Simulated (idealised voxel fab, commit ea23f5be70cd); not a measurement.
A process module follows: voxel air gaps.
Shown is cross-section cut, with a width of 245 nm and square cells of size 5 nm.
Cross-section spec: square-cell grid; bands listed top down; each band is one or more rows.
This entry defines a band. It first specifies the height of the band's top and the height of its bottom in nm, and then specifies the band's materials from left to right, stating each material with its width in nm. The word "full width" identifies a single material that fills the band from edge to edge, while the word "empty" identifies empty space.
Zero point of the height axis is 0; under it, received wafer = one material. Lowest band: continues down indefinitely, "0..down".
Per-row width for "30 to 40": begins at first number (top row of band), ends at second number (bottom row), increment between rows held constant.
Basically "nothing got changed" means that step didn't change any cell in the cross-section.
Any empty space of 8 cells or more lacking an open way to the top shows up in "Closed cavity list" as width x height at distance, distance from the left edge, in nm.
On a step's line, text after the settings is the simulator commenting on that step.
A step line may carry the setting "overlay nm", which, for steps involving a mask, states the distance by which the mask lay to the right of its intended position; negative values denote displacement to the left.

Process steps - plan:
1. RECEIVE [material Si]
2. CONFORMAL_DEP [material SiO2] [thk nm 10]
3. CONFORMAL_DEP [material SiCN] [thk nm 5]
4. DIRECTIONAL_DEP [material SiO2] [thk nm 40]
5. DIRECTIONAL_DEP [material aC] [thk nm 15]
6. PATTERN [tone open] [mask id LINES] [material resist] [width nm 25] [pitch nm 55] [thk nm 30] [overlay nm 0]
7. DIRECTIONAL_ETCH [etch materials aC] [depth nm 15]
8. STRIP [etch materials resist]
9. DIRECTIONAL_ETCH [etch materials SiO2] [depth nm 40]
10. STRIP [etch materials aC]
11. CONFORMAL_DEP [material TiN] [thk nm 5]
12. FILL_DEP [material W] [thk nm 10]
13. CMP [height nm 55]
14. EPI [material Ru] [thk nm 10]
15. SELECTIVE_ETCH [etch materials SiO2] [depth nm 50]
16. CONFORMAL_DEP [material SiCN] [thk nm 5]

Here's what the wafer looked like in cross-section when it arrived - that's after step 1:
* 0..down: Si full width
* Closed cavity list: none

Final cross-section, module run with one mistake (start and plan as above):
* 70..65: SiCN full width
* 65..55: Ru full width
* 55..50: 30 nm TiN  15 nm W  40 nm TiN  15 nm W  40 nm TiN  15 nm W  40 nm TiN  15 nm W  35 nm TiN
* 50..15: 25 nm SiO2  5 nm TiN  15 nm W  5 nm TiN  30 nm SiO2  5 nm TiN  15 nm W  5 nm TiN  30 nm SiO2  5 nm TiN  15 nm W  5 nm TiN  30 nm SiO2  5 nm TiN  15 nm W  5 nm TiN  30 nm SiO2
* 15..10: 25 nm SiO2  25 nm TiN  30 nm SiO2  25 nm TiN  30 nm SiO2  25 nm TiN  30 nm SiO2  25 nm TiN  30 nm SiO2
* 10..0: SiO2 full width
* 0..down: Si full width
* Closed cavity list: none
What broke from the plan during processing? step 3 of the plan got skipped, so it never ran
